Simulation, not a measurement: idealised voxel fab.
Title: Process Module voxel fin reveal
It is cross-section cut that appears here, measuring 180 nm in width, its square cells being 5 nm in size.
The cross-sections in this document take the form of a grid made of square cells. They are written out as bands, in order from top to bottom. Each band consists of one or more rows of cells. The entry gives the band's vertical extent as a top height and a bottom height in nm, then its horizontal make-up as materials from left to right, each with a width in nm. "air" stands for empty space; a single material marked "throughout" fills the band edge to edge. Height datum 0, below which the as-received substrate wafer is one material. Lowest band open at the bottom, running downward: "0 nm and below". The expression "30 to 40" gives the width at the extremes of the band, the first number at its top row of cells and the second at its bottom row, with the width changing by equal amounts from each row to the next in between. Where the words "nothing altered" appear for a step, the cross-section shows no cell changed by that step; every cell remained as before. What "Sealed-off cavities" gives you is every empty space of 8 cells or more that is cut off from the top. Each appears as width x height at distance, with the distance taken from the left edge and width, height and distance all in nm. Post-settings text on a step line: simulator's own remark regarding the step. overlay nm, on a step with a mask: how far to the right of its planned place the mask lay; to the left if negative.

-- Process steps foreseen in the plan
- 1: RECEIVE [material Si]
- 2: CONFORMAL_DEP [material SiN] [thk nm 10]
- 3: DIRECTIONAL_DEP [material aC] [thk nm 10]
- 4: PATTERN [tone cover] [mask id FINS] [material resist] [width nm 15] [pitch nm 45] [thk nm 25] [overlay nm 0]
- 5: DIRECTIONAL_ETCH [etch materials aC] [depth nm 10]
- 6: STRIP [etch materials resist]
- 7: DIRECTIONAL_ETCH [etch materials SiN] [depth nm 10]
- 8: DIRECTIONAL_ETCH [etch materials Si] [depth nm 30]
- 9: STRIP [etch materials aC]
- 10: FILL_DEP [material SiO2] [thk nm 10]
- 11: CMP [height nm 10]
- 12: SELECTIVE_ETCH [etch materials SiO2] [depth nm 30]
- 13: STRIP [etch materials SiN]
- 14: CONFORMAL_DEP [material HfO2] [thk nm 5]

-- Cross-section of the wafer at receipt, which is the condition after step 1
	0 nm and below  Si throughout
	Sealed-off cavities: none

-- First wafer of two, sectioned at end of module; run went per plan
	5 nm to 0 nm  air 55 nm / HfO2 25 nm / air 20 nm / HfO2 25 nm / air 55 nm
	0 nm to -15 nm  air 55 nm / HfO2 5 nm / Si 15 nm / HfO2 5 nm / air 20 nm / HfO2 5 nm / Si 15 nm / HfO2 5 nm / air 55 nm
	-15 nm to -20 nm  HfO2 60 nm / Si 15 nm / HfO2 30 nm / Si 15 nm / HfO2 60 nm
	-20 nm to -30 nm  SiO2 60 nm / Si 15 nm / SiO2 30 nm / Si 15 nm / SiO2 60 nm
	-30 nm and below  Si throughout
	Sealed-off cavities: none

-- What the second wafer looks like in cross-section once the module is done. Its start and its plan matched the first wafer's exactly; what differed was one mistake in how it was run
	5 nm to 0 nm  HfO2 65 nm / air 5 nm / HfO2 40 nm / air 5 nm / HfO2 65 nm
	0 nm to -15 nm  Si 60 nm / HfO2 5 nm / air 5 nm / HfO2 5 nm / Si 30 nm / HfO2 5 nm / air 5 nm / HfO2 5 nm / Si 60 nm
	-15 nm to -20 nm  Si 60 nm / HfO2 15 nm / Si 30 nm / HfO2 15 nm / Si 60 nm
	-20 nm to -30 nm  Si 60 nm / SiO2 15 nm / Si 30 nm / SiO2 15 nm / Si 60 nm
	-30 nm and below  Si throughout
	Sealed-off cavities: none
Which mistake was made when the wafer was run? not per plan at step 4, really ran PATTERN [tone open] [mask id FINS] [material resist] [width nm 15] [pitch nm 45] [thk nm 25] [overlay nm 0]
Materials where the second wafer ends with more or fewer cells than the first: Si: 144 more; SiO2: 48 fewer
